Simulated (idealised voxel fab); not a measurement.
process module | voxel released beams
cross-section cut | 295 nm wide | cells 5 nm
A cross-section is a grid of square cells, given in bands from the top down. A band is one or more rows of cells.
Each band's line starts with the height of the band's top and of its bottom, in nm. Then come its materials from left to right, each with its width in nm. One material with "throughout" fills the band from edge to edge. "air" is empty space.
Height 0 is the level under which the wafer as received is all one material. The lowest band goes on downwards, as in "0 down".
A width such as "30 to 40" changes by the same amount from each row of cells to the next, from the band's top row to its bottom row.
"no change" after a step means that no cell of the cross-section changed.
closed voids: empty space of 8 cells or more with no open way to the top, each as width x height at its distance from the left edge, in nm
after a step's settings: what the simulator itself notes on the step
overlay nm, on a step with a mask: how far to the right of its planned place the mask lay; to the left if negative
plan
1 op RECEIVE | material Si
2 op CONFORMAL_DEP | material SiN | thk nm 5
3 op DIRECTIONAL_DEP | material SiO2 | thk nm 10
4 op PATTERN | tone open | mask id ANCHOR | material resist | width nm 40 | thk nm 20 | overlay nm 0
5 op DIRECTIONAL_ETCH | etch materials SiO2 | depth nm 10
6 op STRIP | etch materials resist
7 op CONFORMAL_DEP | material TiN | thk nm 15
8 op DIRECTIONAL_DEP | material aC | thk nm 10
9 op PATTERN | tone cover | mask id BEAM | material resist | width nm 110 | thk nm 25 | overlay nm 0
10 op DIRECTIONAL_ETCH | etch materials aC | depth nm 10
11 op STRIP | etch materials resist
12 op DIRECTIONAL_ETCH | etch materials TiN | depth nm 15
13 op STRIP | etch materials aC
14 op STRIP | etch materials SiO2
varied across the wafers: width nm of step 9. The plan shows the first wafer's value. All wafers start alike
first wafer as received, after step 1
  0 down: Si throughout
  closed voids: none
first wafer at the end, after step 14
  30 to 20: air 90 | TiN 15 | air 10 | TiN 85 | air 95
  20 to 15: air 90 | TiN 110 | air 95
  15 to 5: air 90 | TiN 40 | air 165
  5 to 0: SiN throughout
  0 down: Si throughout
  closed voids: none
last wafer at the end
  30 to 20: air 80 | TiN 25 | air 10 | TiN 100 | air 80
  20 to 15: air 80 | TiN 135 | air 80
  15 to 5: air 90 | TiN 40 | air 165
  5 to 0: SiN throughout
  0 down: Si throughout
  closed voids: none
each wafer at the end: cells of each material gained (+) or lost (-) since it was received, then its closed voids
width nm 110 | +59 SiN | +78 TiN | closed voids: none
width nm 115 | +59 SiN | +81 TiN | closed voids: none
width nm 120 | +59 SiN | +84 TiN | closed voids: none
width nm 125 | +59 SiN | +87 TiN | closed voids: none
width nm 130 | +59 SiN | +90 TiN | closed voids: none
width nm 135 | +59 SiN | +93 TiN | closed voids: none
